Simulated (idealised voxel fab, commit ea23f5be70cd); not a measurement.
Herein follows the process module entitled voxel ribs on slabs.
The cross-section on display is named cut; it measures 175 nm wide, and its cells are 5 nm squares.
Heads up, the way a cross-section reads in here is a grid of square cells, handed over as bands from the top down, with every band being one or more rows of cells. Top, bottom (nm), then materials left to right with widths (nm); lone material tagged "everywhere" fills the whole band edge to edge; "blank" = empty space. Height datum 0, below which the as-received substrate wafer is one material. Lowest band open at the bottom, running downward: "0..down". Top row gets the first number, bottom row gets the second, and each row in between changes by the same step: that is how a band width like "30..40" works. No cell of the cross-section changed in a step that is given as "everything unchanged". Basically, "Unvented voids" tells you about the enclosed voids: empty spaces with no open way to the top, 8 cells or bigger, each written width x height at distance, where distance is from the left edge, all in nm. Where a step's line continues beyond its settings, the continuation is a remark by the simulator itself on that step. Steps that use a mask can have "overlay nm" on their line. It says how far the mask sat to the right of where it was meant to be. Negative means to the left.

plan:
1 RECEIVE, material Si
2 DIRECTIONAL_DEP, material SiO2, thk nm 20
3 DIRECTIONAL_DEP, material polySi, thk nm 15
4 PATTERN, tone cover, mask id RIB, material resist, width nm 30, thk nm 20, overlay nm 0
5 DIRECTIONAL_ETCH, etch materials polySi, depth nm 5
6 STRIP, etch materials resist
7 PATTERN, tone cover, mask id SLAB, material resist, width nm 90, thk nm 20, overlay nm 0
8 DIRECTIONAL_ETCH, etch materials polySi, depth nm 10
9 STRIP, etch materials resist
10 FILL_DEP, material SiO2, thk nm 30
11 CMP, height nm 55
12 DIRECTIONAL_DEP, material TiN, thk nm 10
13 PATTERN, tone cover, mask id HEATER, material resist, width nm 40, thk nm 20, overlay nm 0
14 DIRECTIONAL_ETCH, etch materials TiN, depth nm 10
15 STRIP, etch materials resist
16 CONFORMAL_DEP, material SiO2, thk nm 10

Cross-section: wafer on arrival = after step 1:
	0..down  Si everywhere
	Unvented voids: none

Here's the cross-section of the first of our two wafers at the end of the module - it ran as planned:
	75..65  blank 55, SiO2 60, blank 60
	65..55  SiO2 65, TiN 40, SiO2 70
	55..35  SiO2 everywhere
	35..30  SiO2 70, polySi 30, SiO2 75
	30..20  SiO2 40, polySi 90, SiO2 45
	20..0  SiO2 everywhere
	0..down  Si everywhere
	Unvented voids: none

So this is wafer number two of the two, cut at the end of the module - it started where the first did and had the same plan, we just got one thing wrong running it:
	75..65  blank 55, SiO2 60, blank 60
	65..55  SiO2 65, TiN 40, SiO2 70
	55..35  SiO2 everywhere
	35..30  SiO2 75, polySi 30, SiO2 70
	30..20  SiO2 40, polySi 90, SiO2 45
	20..0  SiO2 everywhere
	0..down  Si everywhere
	Unvented voids: none
It is concluded that the wafer was processed incorrectly with respect to the plan, in that step 4 did not use the planned setting and instead ran as PATTERN, tone cover, mask id RIB, material resist, width nm 30, thk nm 20, overlay nm 5
End check, second vs first wafer: material counts in cells match, positions do not.
